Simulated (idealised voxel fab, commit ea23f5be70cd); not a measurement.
Title: Process Module voxel fin reveal
Displayed cross-section: cut, width of 230 nm, square cells sized 5 nm.
Cross-section layout: square cells on a grid; listed as bands, top to bottom; a band spans one or more cell rows.
Heads up on the band format: heights come first, top then bottom, in nm. After that it's the materials left to right, each with its width in nm. A single material flagged "all across" fills the whole band edge to edge, and "empty" means there's empty space there.
Where do heights start? At 0: under that level the wafer as delivered is made of one material only. And the lowest band has no floor; it just carries on downward, as in "0 down".
The width entry "30 to 40" should be interpreted row by row: the top row of cells in the band takes the first number, the bottom row takes the second number, and the change between adjacent rows is uniform throughout.
A step reported as "no alteration" is a step in which no cell of the cross-section changed.
For the entry "Completely sealed voids", the listed items are empty spaces with no open way to the top whose size is 8 cells or more; each item follows the pattern width x height at distance, where distance is from the left edge and all three are in nm.
Heads up: the bit after the settings on a step's line is the simulator's remark on that step.
"overlay nm", when on a step's line for a step with a mask, measures how far to the right of its planned place the mask lay; a negative measure means to the left.
**The steps planned for the process are as follows**
1 RECEIVE with material Si
2 CONFORMAL_DEP with material SiN, thk nm 10
3 MASKED_ETCH with tone cover, mask id FINS, width nm 15, pitch nm 45, etch materials SiN, depth nm 10, overlay nm 0
4 MASKED_ETCH with tone cover, mask id FINS, width nm 15, pitch nm 45, etch materials Si, depth nm 35, overlay nm 0
5 OXIDIZE with depth nm 5
6 FILL_DEP with material SiO2, thk nm 15
7 CMP with height nm 10
8 SELECTIVE_ETCH with etch materials SiO2, depth nm 25
9 STRIP with etch materials SiN
10 CONFORMAL_DEP with material SiO2, thk nm 5
**Cross-section of the wafer upon arrival, representing the state reached after step 1**
	0 down: Si all across
	Completely sealed voids: none
**Starting structure and process plan are as shown above, but one mistake was made in running the module; the wafer cross-section at the end of the module follows**
	5 to 0: empty 95, then SiO2 15, then empty 30, then SiO2 15, then empty 75
	0 to -10: empty 85, then SiO2 15 to 5, then Si 5 to 15, then SiO2 5, then empty 20, then SiO2 15 to 5, then Si 5 to 15, then SiO2 5, then empty 75
	-10 to -40: SiO2 90, then Si 15, then SiO2 30, then Si 15, then SiO2 80
	-40 down: Si all across
	Completely sealed voids: none
what went wrong: step 3 was run on a setting that differed from the plan, and what really ran there is MASKED_ETCH with tone cover, mask id FINS, width nm 15, pitch nm 45, etch materials SiN, depth nm 10, overlay nm 10
